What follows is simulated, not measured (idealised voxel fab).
process module | voxel capacitor over wiring
cross-section cut | 280 nm wide | cells 5 nm
A cross-section is a grid of square cells, given in bands from the top down. A band is one or more rows of cells.
Each band's line starts with the height of the band's top and of its bottom, in nm. Then come its materials from left to right, each with its width in nm. One material with "throughout" fills the band from edge to edge. "air" is empty space.
Height 0 is the level under which the wafer as received is all one material. The lowest band goes on downwards, as in "0 down".
A width such as "30 to 40" changes by the same amount from each row of cells to the next, from the band's top row to its bottom row.
"no change" after a step means that no cell of the cross-section changed.
closed voids: empty space of 8 cells or more with no open way to the top, each as width x height at its distance from the left edge, in nm
after a step's settings: what the simulator itself notes on the step
overlay nm, on a step with a mask: how far to the right of its planned place the mask lay; to the left if negative
plan
1 op RECEIVE | material Si
2 op CONFORMAL_DEP | material SiO2 | thk nm 15
3 op DIRECTIONAL_DEP | material TiN | thk nm 5
4 op DIRECTIONAL_DEP | material W | thk nm 20
5 op DIRECTIONAL_DEP | material aC | thk nm 10
6 op PATTERN | tone cover | mask id METAL_1 | material resist | width nm 30 | pitch nm 100 | thk nm 30 | overlay nm 0
7 op DIRECTIONAL_ETCH | etch materials aC | depth nm 10
8 op STRIP | etch materials resist
9 op DIRECTIONAL_ETCH | etch materials W | depth nm 20
10 op DIRECTIONAL_ETCH | etch materials TiN | depth nm 5
11 op STRIP | etch materials aC
12 op FILL_DEP | material SiO2 | thk nm 5
13 op CMP | height nm 40
14 op CONFORMAL_DEP | material SiCN | thk nm 5
15 op DIRECTIONAL_DEP | material SiO2 | thk nm 20
16 op PATTERN | tone open | mask id PLUG_1 | material resist | width nm 15 | thk nm 15 | overlay nm 0
17 op DIRECTIONAL_ETCH | etch materials SiO2 | depth nm 20
18 op DIRECTIONAL_ETCH | etch materials SiCN | depth nm 5
19 op STRIP | etch materials resist
20 op CONFORMAL_DEP | material TiN | thk nm 5
21 op FILL_DEP | material Cu | thk nm 5
22 op CMP | height nm 65
23 op DIRECTIONAL_DEP | material TiN | thk nm 10
24 op DIRECTIONAL_DEP | material HfO2 | thk nm 5
25 op DIRECTIONAL_DEP | material TiN | thk nm 5
26 op DIRECTIONAL_DEP | material aC | thk nm 15
27 op PATTERN | tone cover | mask id UPPER_PLATE | material resist | width nm 75 | thk nm 30 | overlay nm 0
28 op DIRECTIONAL_ETCH | etch materials aC | depth nm 15
29 op STRIP | etch materials resist
30 op DIRECTIONAL_ETCH | etch materials TiN | depth nm 5
31 op DIRECTIONAL_ETCH | etch materials HfO2 | depth nm 5
32 op STRIP | etch materials aC
33 op MASKED_ETCH | tone cover | mask id LOWER_PLATE | width nm 75 | etch materials TiN | depth nm 10 | overlay nm 0
34 op FILL_DEP | material SiO2 | thk nm 20
35 op CMP | height nm 100
36 op DIRECTIONAL_DEP | material aC | thk nm 15
37 op PATTERN | tone open | mask id PLUG_2 | material resist | width nm 15 | thk nm 35 | overlay nm 0
38 op DIRECTIONAL_ETCH | etch materials aC | depth nm 15
39 op STRIP | etch materials resist
40 op DIRECTIONAL_ETCH | etch materials SiO2 | depth nm 15
41 op STRIP | etch materials aC
42 op CONFORMAL_DEP | material TiN | thk nm 5
43 op FILL_DEP | material Ru | thk nm 10
44 op CMP | height nm 100
45 op CONFORMAL_DEP | material SiCN | thk nm 5
varied across the wafers: width nm of step 33. The plan shows the first wafer's value. All wafers start alike
first wafer as received, after step 1
  0 down: Si throughout
  closed voids: none
each wafer at the end: cells of each material gained (+) or lost (-) since it was received, then its closed voids
width nm 75 | +4 Cu | +15 HfO2 | +2 Ru | +109 SiCN | +923 SiO2 | +75 TiN | +48 W | closed voids: none
width nm 80 | +4 Cu | +15 HfO2 | +2 Ru | +109 SiCN | +921 SiO2 | +77 TiN | +48 W | closed voids: none
width nm 85 | +4 Cu | +15 HfO2 | +2 Ru | +109 SiCN | +919 SiO2 | +79 TiN | +48 W | closed voids: none
width nm 90 | +4 Cu | +15 HfO2 | +2 Ru | +109 SiCN | +917 SiO2 | +81 TiN | +48 W | closed voids: none
width nm 95 | +4 Cu | +15 HfO2 | +2 Ru | +109 SiCN | +915 SiO2 | +83 TiN | +48 W | closed voids: none
width nm 100 | +4 Cu | +15 HfO2 | +2 Ru | +109 SiCN | +913 SiO2 | +85 TiN | +48 W | closed voids: none
